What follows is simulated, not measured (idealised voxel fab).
Proc. module: voxel transistor to metal
Section cut is 165 nm wide and gridded with 5 nm square cells.
Throughout this document, each cross-section is represented as a grid of square cells and is presented as a sequence of bands enumerated from the top downward, where a band comprises one or more rows of cells.
Band entry format. Leading values: height of top, height of bottom, nm. Remainder: materials in left-to-right order, each with its width in nm. Special words: "full width" on a single material, which then fills the band edge to edge; "empty", empty space.
All heights in this document are referenced to 0, defined as the level beneath which the wafer, as received, consists entirely of one material. The lowest band is not bounded below; it extends indefinitely downward and is written in the form "0 nm and below".
So if you see something like "30 to 40" for the width, read it as the top row of the band sitting at the first number and the bottom row at the second, with every row in between moving by the same amount as the last.
A step reported as "no change" is a step in which no cell of the cross-section changed.
In the "Completely sealed voids" entry, you get each enclosed empty space of 8 cells or more, one with no open way to the top, written width x height at distance, distance from the left edge, in nm.
It should be noted that, on the line of a given step, the content following the step's settings is a remark produced by the simulator itself with respect to that step.
If you see "overlay nm" on a step's line and that step has a mask, it's telling you how far right of where it was planned the mask ended up; a negative number means it went left instead.

**These are the steps we planned for the process**
1) RECEIVE, material Si
2) OXIDIZE, depth nm 5
3) CONFORMAL_DEP, material SiN, thk nm 15
4) DIRECTIONAL_DEP, material aC, thk nm 10
5) PATTERN, tone cover, mask id ACTIVE, material resist, width nm 115, thk nm 30, overlay nm 0
6) DIRECTIONAL_ETCH, etch materials aC, depth nm 10
7) STRIP, etch materials resist
8) DIRECTIONAL_ETCH, etch materials SiN, depth nm 15
9) DIRECTIONAL_ETCH, etch materials SiO2, depth nm 5
10) DIRECTIONAL_ETCH, etch materials Si, depth nm 20
11) STRIP, etch materials aC
12) OXIDIZE, depth nm 5
13) FILL_DEP, material SiO2, thk nm 15
14) CMP, height nm 15
15) SELECTIVE_ETCH, etch materials SiO2, depth nm 10
16) STRIP, etch materials SiN
17) SELECTIVE_ETCH, etch materials SiO2, depth nm 5
18) OXIDIZE, depth nm 5
19) DIRECTIONAL_DEP, material polySi, thk nm 20
20) DIRECTIONAL_DEP, material SiCN, thk nm 15
21) MASKED_ETCH, tone cover, mask id GATE, width nm 25, etch materials SiCN, depth nm 25, overlay nm 0
22) MASKED_ETCH, tone cover, mask id GATE, width nm 25, etch materials polySi, depth nm 30, overlay nm -5
23) CONFORMAL_DEP, material SiO2, thk nm 5
24) DIRECTIONAL_ETCH, etch materials SiO2, depth nm 5
25) CONFORMAL_DEP, material SiN, thk nm 5
26) DIRECTIONAL_ETCH, etch materials SiN, depth nm 5
27) DIRECTIONAL_ETCH, etch materials SiO2, depth nm 5
28) DIRECTIONAL_ETCH, etch materials Si, depth nm 5
29) EPI, material SiGe, thk nm 10
30) FILL_DEP, material SiO2, thk nm 5
31) CMP, height nm 15
32) STRIP, etch materials polySi
33) SELECTIVE_ETCH, etch materials SiO2, depth nm 5
34) CONFORMAL_DEP, material HfO2, thk nm 5
35) CONFORMAL_DEP, material TiN, thk nm 5
36) FILL_DEP, material W, thk nm 5
37) CMP, height nm 10
38) DIRECTIONAL_DEP, material SiO2, thk nm 15
39) PATTERN, tone open, mask id CONTACT, material resist, width nm 15, pitch nm 80, thk nm 15, overlay nm 0
40) DIRECTIONAL_ETCH, etch materials SiO2, depth nm 30
41) STRIP, etch materials resist
42) CONFORMAL_DEP, material TiN, thk nm 5
43) FILL_DEP, material Ru, thk nm 5
44) CMP, height nm 25
45) DIRECTIONAL_DEP, material TiN, thk nm 5
46) DIRECTIONAL_DEP, material Ru, thk nm 15
47) MASKED_ETCH, tone cover, mask id METAL_1, width nm 15, pitch nm 80, etch materials Ru, depth nm 15, overlay nm 0
48) MASKED_ETCH, tone cover, mask id METAL_1, width nm 15, pitch nm 80, etch materials TiN, depth nm 5, overlay nm 0
49) CONFORMAL_DEP, material SiN, thk nm 5
50) FILL_DEP, material SiO2, thk nm 5
51) CMP, height nm 45
52) CONFORMAL_DEP, material SiCN, thk nm 5
53) DIRECTIONAL_DEP, material SiO2, thk nm 35
54) PATTERN, tone open, mask id METAL_2, material resist, width nm 15, pitch nm 80, thk nm 20, overlay nm 0
55) DIRECTIONAL_ETCH, etch materials SiO2, depth nm 20
56) STRIP, etch materials resist
57) PATTERN, tone open, mask id METAL_2_HOLES, material resist, width nm 15, pitch nm 80, thk nm 15, overlay nm 0
58) DIRECTIONAL_ETCH, etch materials SiO2, depth nm 15
59) DIRECTIONAL_ETCH, etch materials SiCN, depth nm 5
60) STRIP, etch materials resist
61) CONFORMAL_DEP, material TiN, thk nm 5
62) FILL_DEP, material Cu, thk nm 5
63) CMP, height nm 85
64) CONFORMAL_DEP, material SiCN, thk nm 5
Be aware that, although all wafers share a common starting state, the overlay nm at step 22 differs among them, and the plan displays the first wafer's value.

**The first of several wafers as received, shown in cross-section; this is its state after step 1**
0 nm and below: Si full width
Completely sealed voids: none

**So in this table every wafer gets its own row, and what you see is where it stands at the end of the module: for each material, how many cells it picked up (+) or gave up (-) since we received it, and after that its closed voids**
overlay nm -5, +14 Cu, +14 HfO2, +27 Ru, -125 Si, +60 SiCN, +26 SiGe, +47 SiN, +447 SiO2, +76 TiN, +8 W, Completely sealed voids: none
overlay nm 0, +14 Cu, +13 HfO2, +28 Ru, -126 Si, +60 SiCN, +28 SiGe, +47 SiN, +449 SiO2, +75 TiN, +6 W, Completely sealed voids: none
overlay nm 5, +14 Cu, +14 HfO2, +27 Ru, -125 Si, +60 SiCN, +26 SiGe, +47 SiN, +447 SiO2, +76 TiN, +8 W, Completely sealed voids: none
